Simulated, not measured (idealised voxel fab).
This is a process module. Its name is voxel capacitor over wiring.
Square cell edge 5 nm, section width 200 nm, ID cut.
Throughout this document, each cross-section is represented as a grid of square cells and is presented as a sequence of bands enumerated from the top downward, where a band comprises one or more rows of cells.
Heights first: top, then bottom, in nm. Then materials, left to right, each with a width in nm. "everywhere" on a single material: fills the band edge to edge. "air": empty space.
Counting heights begins at 0, where everything beneath is, in the wafer as received, one material. The lowest band has no bottom; it goes on downwards, as "0..down" shows.
A two-number width, for instance "30 to 40", indicates that the width is equal to the first number in the top row of the band and to the second number in the bottom row, and that it changes by a constant amount per row of cells.
"remained unchanged" after a step means that no cell of the cross-section changed.
Empty spaces without an open route to the top, at least 8 cells in extent, make up the entry "Trapped cavities"; each is given as width x height at distance, where the distance is measured from the left edge, and all are in nm.
On each step's line, the part that comes after the settings is the simulator's own comment on the step.
The optional step-line setting "overlay nm" applies to steps with a mask and quantifies how far to the right of its planned location the mask lay, a negative value indicating leftward placement.
-- Intended process steps
1: RECEIVE with material Si
2: CONFORMAL_DEP with material SiO2, thk nm 15
3: CONFORMAL_DEP with material SiCN, thk nm 5
4: DIRECTIONAL_DEP with material SiO2, thk nm 20
5: DIRECTIONAL_DEP with material aC, thk nm 15
6: PATTERN with tone open, mask id METAL_1, material resist, width nm 25, pitch nm 90, thk nm 35, overlay nm 0
7: DIRECTIONAL_ETCH with etch materials aC, depth nm 15
8: STRIP with etch materials resist
9: DIRECTIONAL_ETCH with etch materials SiO2, depth nm 20
10: DIRECTIONAL_ETCH with etch materials SiCN, depth nm 5
11: STRIP with etch materials aC
12: CONFORMAL_DEP with material TiN, thk nm 5
13: FILL_DEP with material Cu, thk nm 10
14: CMP with height nm 40
15: EPI with material Ru, thk nm 5
16: FILL_DEP with material SiCN, thk nm 5
17: DIRECTIONAL_DEP with material lowk, thk nm 10
18: PATTERN with tone open, mask id PLUG_1, material resist, width nm 15, thk nm 20, overlay nm 0
19: DIRECTIONAL_ETCH with etch materials lowk, depth nm 10
20: DIRECTIONAL_ETCH with etch materials SiCN, depth nm 5
21: STRIP with etch materials resist
22: EPI with material Ru, thk nm 10
23: EPI with material Ru, thk nm 5
24: DIRECTIONAL_DEP with material TiN, thk nm 10
25: DIRECTIONAL_DEP with material HfO2, thk nm 5
26: DIRECTIONAL_DEP with material TiN, thk nm 5
27: DIRECTIONAL_DEP with material aC, thk nm 10
28: PATTERN with tone cover, mask id UPPER_PLATE, material resist, width nm 70, thk nm 25, overlay nm 0
29: DIRECTIONAL_ETCH with etch materials aC, depth nm 10
30: STRIP with etch materials resist
31: DIRECTIONAL_ETCH with etch materials TiN, depth nm 5
32: DIRECTIONAL_ETCH with etch materials HfO2, depth nm 5
33: STRIP with etch materials aC
34: PATTERN with tone cover, mask id LOWER_PLATE, material resist, width nm 80, thk nm 15, overlay nm 0
35: DIRECTIONAL_ETCH with etch materials TiN, depth nm 10
36: STRIP with etch materials resist
37: FILL_DEP with material SiO2, thk nm 20
38: CMP with height nm 95
39: DIRECTIONAL_DEP with material aC, thk nm 15
40: PATTERN with tone open, mask id PLUG_2, material resist, width nm 15, thk nm 30, overlay nm 0
41: DIRECTIONAL_ETCH with etch materials aC, depth nm 15
42: STRIP with etch materials resist
43: DIRECTIONAL_ETCH with etch materials SiO2, depth nm 15
44: STRIP with etch materials aC
45: CONFORMAL_DEP with material TiN, thk nm 5
46: FILL_DEP with material Ru, thk nm 5
47: CMP with height nm 95
48: CONFORMAL_DEP with material SiCN, thk nm 5
-- Here's what the wafer looked like in cross-section when it arrived - that's after step 1
0..down = Si everywhere
Trapped cavities: none
-- Sectioned view, first of two wafers, at the close of the module, processed as intended in the plan
100..95 = SiCN everywhere
95..85 = SiO2: 60 | TiN: 5 | Ru: 5 | TiN: 5 | SiO2: 125
85..75 = SiO2: 60 to 50 | TiN: 15 to 70 | SiO2: 125 to 80
75..70 = SiO2: 50 | HfO2: 70 | SiO2: 80
70..60 = SiO2: 45 | TiN: 80 | SiO2: 75
60..50 = lowk: 50 | Ru: 15 | lowk: 135
50..45 = SiCN: 50 | Ru: 15 | SiCN: 135
45..40 = SiCN: 35 | Ru: 35 | SiCN: 55 | Ru: 35 | SiCN: 40
40..20 = SiO2: 40 | TiN: 5 | Cu: 15 | TiN: 5 | SiO2: 65 | TiN: 5 | Cu: 15 | TiN: 5 | SiO2: 45
20..15 = SiCN: 40 | TiN: 25 | SiCN: 65 | TiN: 25 | SiCN: 45
15..0 = SiO2 everywhere
0..down = Si everywhere
Trapped cavities: none
-- Second wafer of the two, sectioned at the end of the module. It began like the first and followed the same plan, but one mistake was made while running it
100..95 = SiCN everywhere
95..85 = SiO2: 60 | TiN: 5 | Ru: 5 | TiN: 5 | SiO2: 125
85..75 = SiO2: 60 to 50 | TiN: 15 to 70 | SiO2: 125 to 80
75..70 = SiO2: 50 | HfO2: 70 | SiO2: 80
70..60 = SiO2: 45 | TiN: 80 | SiO2: 75
60..50 = lowk: 50 | Ru: 15 | lowk: 135
50..45 = SiCN: 50 | Ru: 15 | SiCN: 135
45..40 = SiCN: 35 | Ru: 35 | SiCN: 55 | Ru: 35 | SiCN: 40
40..25 = SiO2: 40 | TiN: 5 | Cu: 15 | TiN: 5 | SiO2: 65 | TiN: 5 | Cu: 15 | TiN: 5 | SiO2: 45
25..20 = SiO2: 40 | TiN: 25 | SiO2: 65 | TiN: 25 | SiO2: 45
20..5 = SiO2 everywhere
5..0 = SiCN everywhere
0..down = Si everywhere
Trapped cavities: none
It is concluded that the wafer was processed incorrectly with respect to the plan, in that a sequencing error occurred in which plan steps 2 and 3 were transposed
Materials where the second wafer ends with more or fewer cells than the first: 6 fewer of Cu | 10 more of SiCN | 4 fewer of TiN
